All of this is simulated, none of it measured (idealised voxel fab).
process module | voxel self aligned vias
cross-section cut | 220 nm wide | cells 5 nm
A cross-section is a grid of square cells, given in bands from the top down. A band is one or more rows of cells.
Each band's line starts with the height of the band's top and of its bottom, in nm. Then come its materials from left to right, each with its width in nm. One material with "throughout" fills the band from edge to edge. "air" is empty space.
Height 0 is the level under which the wafer as received is all one material. The lowest band goes on downwards, as in "0 down".
A width such as "30 to 40" changes by the same amount from each row of cells to the next, from the band's top row to its bottom row.
"no change" after a step means that no cell of the cross-section changed.
closed voids: empty space of 8 cells or more with no open way to the top, each as width x height at its distance from the left edge, in nm
after a step's settings: what the simulator itself notes on the step
overlay nm, on a step with a mask: how far to the right of its planned place the mask lay; to the left if negative
plan
1 op RECEIVE | material Si
2 op CONFORMAL_DEP | material SiO2 | thk nm 10
3 op CONFORMAL_DEP | material SiCN | thk nm 5
4 op DIRECTIONAL_DEP | material SiO2 | thk nm 20
5 op MASKED_ETCH | tone open | mask id LINES | width nm 20 | pitch nm 65 | etch materials SiO2 | depth nm 20 | overlay nm 0
6 op CONFORMAL_DEP | material TiN | thk nm 5
7 op FILL_DEP | material Ru | thk nm 5
8 op CMP | height nm 35
9 op SELECTIVE_ETCH | etch materials W Ru TiN | depth nm 5
10 op FILL_DEP | material SiN | thk nm 5
11 op CMP | height nm 35
12 op DIRECTIONAL_DEP | material SiO2 | thk nm 20
13 op DIRECTIONAL_DEP | material aC | thk nm 15
14 op PATTERN | tone open | mask id VIAS | material resist | width nm 40 | pitch nm 130 | thk nm 35 | overlay nm 0
15 op DIRECTIONAL_ETCH | etch materials aC | depth nm 15
16 op STRIP | etch materials resist
17 op DIRECTIONAL_ETCH | etch materials SiO2 | depth nm 20
18 op DIRECTIONAL_ETCH | etch materials SiN | depth nm 5
19 op STRIP | etch materials aC
20 op CONFORMAL_DEP | material TiN | thk nm 5
21 op FILL_DEP | material Ru | thk nm 5
22 op CMP | height nm 55
23 op CONFORMAL_DEP | material SiN | thk nm 5
first wafer, as planned
as received, after step 1
  0 down: Si throughout
  closed voids: none
after step 2
  10 to 0: SiO2 throughout
  below 0: unchanged
after step 3
  15 to 10: SiCN throughout
  below 10: unchanged
after step 4
  35 to 15: SiO2 throughout
  below 15: unchanged
after step 5
  35 to 15: SiO2 35 | air 20 | SiO2 45 | air 20 | SiO2 45 | air 20 | SiO2 35
  below 15: unchanged
after step 6
  40 to 35: TiN 40 | air 10 | TiN 55 | air 10 | TiN 55 | air 10 | TiN 40
  35 to 20: SiO2 35 | TiN 5 | air 10 | TiN 5 | SiO2 45 | TiN 5 | air 10 | TiN 5 | SiO2 45 | TiN 5 | air 10 | TiN 5 | SiO2 35
  20 to 15: SiO2 35 | TiN 20 | SiO2 45 | TiN 20 | SiO2 45 | TiN 20 | SiO2 35
  below 15: unchanged
after step 7
  45 to 40: Ru throughout
  40 to 35: TiN 40 | Ru 10 | TiN 55 | Ru 10 | TiN 55 | Ru 10 | TiN 40
  35 to 20: SiO2 35 | TiN 5 | Ru 10 | TiN 5 | SiO2 45 | TiN 5 | Ru 10 | TiN 5 | SiO2 45 | TiN 5 | Ru 10 | TiN 5 | SiO2 35
  below 20: unchanged
after step 8
  35 to 20: SiO2 35 | TiN 5 | Ru 10 | TiN 5 | SiO2 45 | TiN 5 | Ru 10 | TiN 5 | SiO2 45 | TiN 5 | Ru 10 | TiN 5 | SiO2 35
  below 20: unchanged
after step 9
  35 to 30: SiO2 35 | air 20 | SiO2 45 | air 20 | SiO2 45 | air 20 | SiO2 35
  below 30: unchanged
after step 10
  40 to 35: SiN throughout
  35 to 30: SiO2 35 | SiN 20 | SiO2 45 | SiN 20 | SiO2 45 | SiN 20 | SiO2 35
  below 30: unchanged
after step 11
  35 to 30: SiO2 35 | SiN 20 | SiO2 45 | SiN 20 | SiO2 45 | SiN 20 | SiO2 35
  below 30: unchanged
after step 12
  55 to 35: SiO2 throughout
  below 35: unchanged
after step 13
  70 to 55: aC throughout
  below 55: unchanged
after step 14
  105 to 70: resist 25 | air 40 | resist 90 | air 40 | resist 25
  below 70: unchanged
after step 15
  90 to 70: resist 25 | air 40 | resist 90 | air 40 | resist 25
  70 to 55: aC 25 | air 40 | aC 90 | air 40 | aC 25
  below 55: unchanged
after step 16
  70 to 55: aC 25 | air 40 | aC 90 | air 40 | aC 25
  below 55: unchanged
after step 17
  70 to 55: aC 25 | air 40 | aC 90 | air 40 | aC 25
  55 to 35: SiO2 25 | air 40 | SiO2 90 | air 40 | SiO2 25
  below 35: unchanged
after step 18
  70 to 55: aC 25 | air 40 | aC 90 | air 40 | aC 25
  55 to 35: SiO2 25 | air 40 | SiO2 90 | air 40 | SiO2 25
  35 to 30: SiO2 35 | air 20 | SiO2 45 | SiN 20 | SiO2 45 | air 20 | SiO2 35
  below 30: unchanged
after step 19
  55 to 35: SiO2 25 | air 40 | SiO2 90 | air 40 | SiO2 25
  below 35: unchanged
after step 20
  60 to 55: TiN 30 | air 30 | TiN 100 | air 30 | TiN 30
  55 to 40: SiO2 25 | TiN 5 | air 30 | TiN 5 | SiO2 90 | TiN 5 | air 30 | TiN 5 | SiO2 25
  40 to 35: SiO2 25 | TiN 15 | air 10 | TiN 15 | SiO2 90 | TiN 15 | air 10 | TiN 15 | SiO2 25
  35 to 30: SiO2 35 | TiN 20 | SiO2 45 | SiN 20 | SiO2 45 | TiN 20 | SiO2 35
  below 30: unchanged
after step 21
  65 to 60: Ru throughout
  60 to 55: TiN 30 | Ru 30 | TiN 100 | Ru 30 | TiN 30
  55 to 40: SiO2 25 | TiN 5 | Ru 30 | TiN 5 | SiO2 90 | TiN 5 | Ru 30 | TiN 5 | SiO2 25
  40 to 35: SiO2 25 | TiN 15 | Ru 10 | TiN 15 | SiO2 90 | TiN 15 | Ru 10 | TiN 15 | SiO2 25
  below 35: unchanged
after step 22
  55 to 40: SiO2 25 | TiN 5 | Ru 30 | TiN 5 | SiO2 90 | TiN 5 | Ru 30 | TiN 5 | SiO2 25
  below 40: unchanged
after step 23
  60 to 55: SiN throughout
  below 55: unchanged
second wafer: like start, like plan, one mistake. Through step 5 it matches the first wafer
when step 6 should have ended
  40 to 35: SiN 40 | air 10 | SiN 55 | air 10 | SiN 55 | air 10 | SiN 40
  35 to 20: SiO2 35 | SiN 5 | air 10 | SiN 5 | SiO2 45 | SiN 5 | air 10 | SiN 5 | SiO2 45 | SiN 5 | air 10 | SiN 5 | SiO2 35
  20 to 15: SiO2 35 | SiN 20 | SiO2 45 | SiN 20 | SiO2 45 | SiN 20 | SiO2 35
  below 15: unchanged
when step 7 should have ended
  45 to 40: Ru throughout
  40 to 35: SiN 40 | Ru 10 | SiN 55 | Ru 10 | SiN 55 | Ru 10 | SiN 40
  35 to 20: SiO2 35 | SiN 5 | Ru 10 | SiN 5 | SiO2 45 | SiN 5 | Ru 10 | SiN 5 | SiO2 45 | SiN 5 | Ru 10 | SiN 5 | SiO2 35
  below 20: unchanged
when step 8 should have ended
  35 to 20: SiO2 35 | SiN 5 | Ru 10 | SiN 5 | SiO2 45 | SiN 5 | Ru 10 | SiN 5 | SiO2 45 | SiN 5 | Ru 10 | SiN 5 | SiO2 35
  below 20: unchanged
when step 9 should have ended
  35 to 30: SiO2 35 | SiN 5 | air 10 | SiN 5 | SiO2 45 | SiN 5 | air 10 | SiN 5 | SiO2 45 | SiN 5 | air 10 | SiN 5 | SiO2 35
  below 30: unchanged
when step 10 should have ended
  40 to 35: SiN throughout
  35 to 30: SiO2 35 | SiN 20 | SiO2 45 | SiN 20 | SiO2 45 | SiN 20 | SiO2 35
  below 30: unchanged
when step 11 should have ended
  35 to 30: SiO2 35 | SiN 20 | SiO2 45 | SiN 20 | SiO2 45 | SiN 20 | SiO2 35
  below 30: unchanged
when step 12 should have ended
  55 to 35: SiO2 throughout
  below 35: unchanged
when step 13 should have ended
  70 to 55: aC throughout
  below 55: unchanged
when step 14 should have ended
  105 to 70: resist 25 | air 40 | resist 90 | air 40 | resist 25
  below 70: unchanged
when step 15 should have ended
  90 to 70: resist 25 | air 40 | resist 90 | air 40 | resist 25
  70 to 55: aC 25 | air 40 | aC 90 | air 40 | aC 25
  below 55: unchanged
when step 16 should have ended
  70 to 55: aC 25 | air 40 | aC 90 | air 40 | aC 25
  below 55: unchanged
when step 17 should have ended
  70 to 55: aC 25 | air 40 | aC 90 | air 40 | aC 25
  55 to 35: SiO2 25 | air 40 | SiO2 90 | air 40 | SiO2 25
  below 35: unchanged
when step 18 should have ended
  70 to 55: aC 25 | air 40 | aC 90 | air 40 | aC 25
  55 to 35: SiO2 25 | air 40 | SiO2 90 | air 40 | SiO2 25
  35 to 30: SiO2 35 | air 20 | SiO2 45 | SiN 20 | SiO2 45 | air 20 | SiO2 35
  below 30: unchanged
when step 19 should have ended
  55 to 35: SiO2 25 | air 40 | SiO2 90 | air 40 | SiO2 25
  below 35: unchanged
when step 20 should have ended
  60 to 55: TiN 30 | air 30 | TiN 100 | air 30 | TiN 30
  55 to 40: SiO2 25 | TiN 5 | air 30 | TiN 5 | SiO2 90 | TiN 5 | air 30 | TiN 5 | SiO2 25
  40 to 35: SiO2 25 | TiN 15 | air 10 | TiN 15 | SiO2 90 | TiN 15 | air 10 | TiN 15 | SiO2 25
  35 to 30: SiO2 35 | TiN 20 | SiO2 45 | SiN 20 | SiO2 45 | TiN 20 | SiO2 35
  below 30: unchanged
when step 21 should have ended
  65 to 60: Ru throughout
  60 to 55: TiN 30 | Ru 30 | TiN 100 | Ru 30 | TiN 30
  55 to 40: SiO2 25 | TiN 5 | Ru 30 | TiN 5 | SiO2 90 | TiN 5 | Ru 30 | TiN 5 | SiO2 25
  40 to 35: SiO2 25 | TiN 15 | Ru 10 | TiN 15 | SiO2 90 | TiN 15 | Ru 10 | TiN 15 | SiO2 25
  below 35: unchanged
when step 22 should have ended
  55 to 40: SiO2 25 | TiN 5 | Ru 30 | TiN 5 | SiO2 90 | TiN 5 | Ru 30 | TiN 5 | SiO2 25
  below 40: unchanged
when step 23 should have ended
  60 to 55: SiN throughout
  below 55: unchanged
what went wrong: step 6 ran as: op CONFORMAL_DEP | material SiN | thk nm 5
at the end the second wafer has, in cells: 24 more of SiN | 24 fewer of TiN
